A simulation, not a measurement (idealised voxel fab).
You're looking at the process module voxel capacitor over wiring.
Pictured: cross-section cut, 160 nm wide, on a grid of 5 nm square cells.
Heads up, the way a cross-section reads in here is a grid of square cells, handed over as bands from the top down, with every band being one or more rows of cells.
For a band, the entry starts with two heights in nm, that of the top and then that of the bottom, and carries on with the band's materials in order from left to right, each alongside its width in nm; the word "full width" beside a single material means it fills the band edge to edge, and "empty" means empty space.
Counting heights begins at 0, where everything beneath is, in the wafer as received, one material. The lowest band has no bottom; it goes on downwards, as "z 0 and below" shows.
Top row gets the first number, bottom row gets the second, and each row in between changes by the same step: that is how a band width like "30->40" works.
Any step labelled "changes: none" changed none of the cells in the cross-section.
Look at "Trapped voids" for the closed voids: empty spaces with no open path to the top, sized 8 cells or up. Each is width x height at distance, distance from the left edge, all nm.
The remark found on a step's line after its settings is issued by the simulator itself and pertains to that step.
overlay nm: on a step with a mask, how far right of its planned place the mask lay; negative means left.

Steps in the process plan:
1. RECEIVE,material Si
2. CONFORMAL_DEP,material SiO2,thk nm 10
3. DIRECTIONAL_DEP,material TiN,thk nm 5
4. DIRECTIONAL_DEP,material Ru,thk nm 20
5. DIRECTIONAL_DEP,material aC,thk nm 15
6. PATTERN,tone cover,mask id METAL_1,material resist,width nm 25,pitch nm 75,thk nm 35,overlay nm 0
7. DIRECTIONAL_ETCH,etch materials aC,depth nm 15
8. STRIP,etch materials resist
9. DIRECTIONAL_ETCH,etch materials Ru,depth nm 20
10. DIRECTIONAL_ETCH,etch materials TiN,depth nm 5
11. STRIP,etch materials aC
12. FILL_DEP,material lowk,thk nm 5
13. CMP,height nm 35
14. CONFORMAL_DEP,material SiCN,thk nm 5
15. DIRECTIONAL_DEP,material SiO2,thk nm 10
16. DIRECTIONAL_DEP,material aC,thk nm 10
17. PATTERN,tone open,mask id PLUG_1,material resist,width nm 15,thk nm 30,overlay nm 0
18. DIRECTIONAL_ETCH,etch materials aC,depth nm 10
19. STRIP,etch materials resist
20. DIRECTIONAL_ETCH,etch materials SiO2,depth nm 10
21. DIRECTIONAL_ETCH,etch materials SiCN,depth nm 5
22. STRIP,etch materials aC
23. CONFORMAL_DEP,material TiN,thk nm 5
24. FILL_DEP,material Ru,thk nm 5
25. CMP,height nm 50
26. DIRECTIONAL_DEP,material TiN,thk nm 10
27. DIRECTIONAL_DEP,material HfO2,thk nm 5
28. DIRECTIONAL_DEP,material TiN,thk nm 10
29. MASKED_ETCH,tone cover,mask id UPPER_PLATE,width nm 55,etch materials TiN,depth nm 10,overlay nm 0
30. MASKED_ETCH,tone cover,mask id UPPER_PLATE,width nm 55,etch materials HfO2,depth nm 5,overlay nm 0
31. PATTERN,tone cover,mask id LOWER_PLATE,material resist,width nm 65,thk nm 20,overlay nm 0
32. DIRECTIONAL_ETCH,etch materials TiN,depth nm 10
33. STRIP,etch materials resist
34. FILL_DEP,material SiO2,thk nm 20
35. CMP,height nm 90
36. PATTERN,tone open,mask id PLUG_2,material resist,width nm 15,thk nm 20,overlay nm 0
37. DIRECTIONAL_ETCH,etch materials SiO2,depth nm 15
38. STRIP,etch materials resist
39. CONFORMAL_DEP,material TiN,thk nm 5
40. FILL_DEP,material W,thk nm 5
41. CMP,height nm 90
42. CONFORMAL_DEP,material SiN,thk nm 5

As received (post step 1): cross-section:
  z 0 and below | Si full width
  Trapped voids: none

Module complete, cross-section. Starting point and plan per above. One mistake made in running the module:
  z 95 to 90 | SiN full width
  z 90 to 80 | SiO2 (50)  TiN (5)  W (5)  TiN (5)  SiO2 (95)
  z 80 to 75 | SiO2 (50)  TiN (15)  SiO2 (95)
  z 75 to 70 | SiO2 full width
  z 70 to 60 | SiO2 (40)  TiN (55)  SiO2 (65)
  z 60 to 50 | SiO2 (35)  TiN (65)  SiO2 (60)
  z 50 to 40 | SiO2 (40)  TiN (5)  Ru (5)  TiN (5)  SiO2 (105)
  z 40 to 35 | SiCN (40)  TiN (15)  SiCN (105)
  z 35 to 15 | lowk (30)  Ru (25)  lowk (50)  Ru (25)  lowk (30)
  z 15 to 10 | lowk (30)  TiN (25)  lowk (50)  TiN (25)  lowk (30)
  z 10 to 0 | SiO2 full width
  z 0 and below | Si full width
  Trapped voids: none
Misprocessing identified: step 27 of the plan was bypassed and not carried out
